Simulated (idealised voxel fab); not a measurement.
The process module presented herein is designated voxel air gaps.
Cross-sectional view cut (width: 210 nm; square cell size: 5 nm).
Cross-section format: a grid of square cells, given as bands from top to bottom; each band is one or more rows of cells. Quick guide to a band line: top height, bottom height (nm) up front; then every material left to right with its width in nm. Only one material and it's marked "edge to edge"? Then it fills the band edge to edge. And "air" just means empty space. The reference from which all heights are counted is 0, the level beneath which the as-received wafer is entirely one material; the lowest band, having no lower bound, proceeds downward and is written after the example "0 -> down". Per-row width for "30 to 40": begins at first number (top row of band), ends at second number (bottom row), increment between rows held constant. Any step labelled "remains unaltered" changed none of the cells in the cross-section. Empty spaces counting at least 8 cells and having no open way to the top are listed in "Closed void inventory". The notation width x height at distance is used for each, the distance being from the left edge and all three values in nm. If you see something after the settings on a step's line, that's the simulator's own remark about that step. A step's line can hold "overlay nm"; with a mask on that step, the setting says how far right of the planned place the mask lay, while a negative setting says it lay to the left.
# List of planned process steps
1. RECEIVE,material Si
2. CONFORMAL_DEP,material SiO2,thk nm 10
3. CONFORMAL_DEP,material SiN,thk nm 5
4. DIRECTIONAL_DEP,material SiO2,thk nm 35
5. MASKED_ETCH,tone open,mask id LINES,width nm 15,pitch nm 40,etch materials SiO2,depth nm 35,overlay nm -15
6. CONFORMAL_DEP,material TiN,thk nm 5
7. FILL_DEP,material Cu,thk nm 5
8. CMP,height nm 50
9. EPI,material Ru,thk nm 10
10. SELECTIVE_ETCH,etch materials SiO2,depth nm 45
11. CONFORMAL_DEP,material SiCN,thk nm 5
Be aware that, although all wafers share a common starting state, the overlay nm at step 5 differs among them, and the plan displays the first wafer's value.
# Received wafers, first of several: cross-section after step 1
    0 -> down = Si edge to edge
    Closed void inventory: none
# The following table contains a row per wafer, in which are reported, at the conclusion of the module, the cells of each material gained (+) or lost (-) since the wafer's receipt, with its closed voids given thereafter
overlay nm -15 | +18 Cu | +42 Ru | +112 SiCN | +42 SiN | +84 SiO2 | +45 TiN | Closed void inventory: 15 x 25 at 60; 15 x 25 at 100
overlay nm -10 | +18 Cu | +42 Ru | +112 SiCN | +42 SiN | +84 SiO2 | +45 TiN | Closed void inventory: 15 x 25 at 65; 15 x 25 at 105
overlay nm -5 | +18 Cu | +42 Ru | +112 SiCN | +42 SiN | +84 SiO2 | +45 TiN | Closed void inventory: 15 x 25 at 70; 15 x 25 at 110
overlay nm 0 | +18 Cu | +42 Ru | +112 SiCN | +42 SiN | +84 SiO2 | +45 TiN | Closed void inventory: 15 x 25 at 75; 15 x 25 at 115
overlay nm 5 | +18 Cu | +42 Ru | +112 SiCN | +42 SiN | +84 SiO2 | +45 TiN | Closed void inventory: 15 x 25 at 80; 15 x 25 at 120
overlay nm 10 | +18 Cu | +42 Ru | +112 SiCN | +42 SiN | +84 SiO2 | +45 TiN | Closed void inventory: 15 x 25 at 85; 15 x 25 at 125
overlay nm 15 | +18 Cu | +42 Ru | +112 SiCN | +42 SiN | +84 SiO2 | +45 TiN | Closed void inventory: 15 x 25 at 90; 15 x 25 at 130
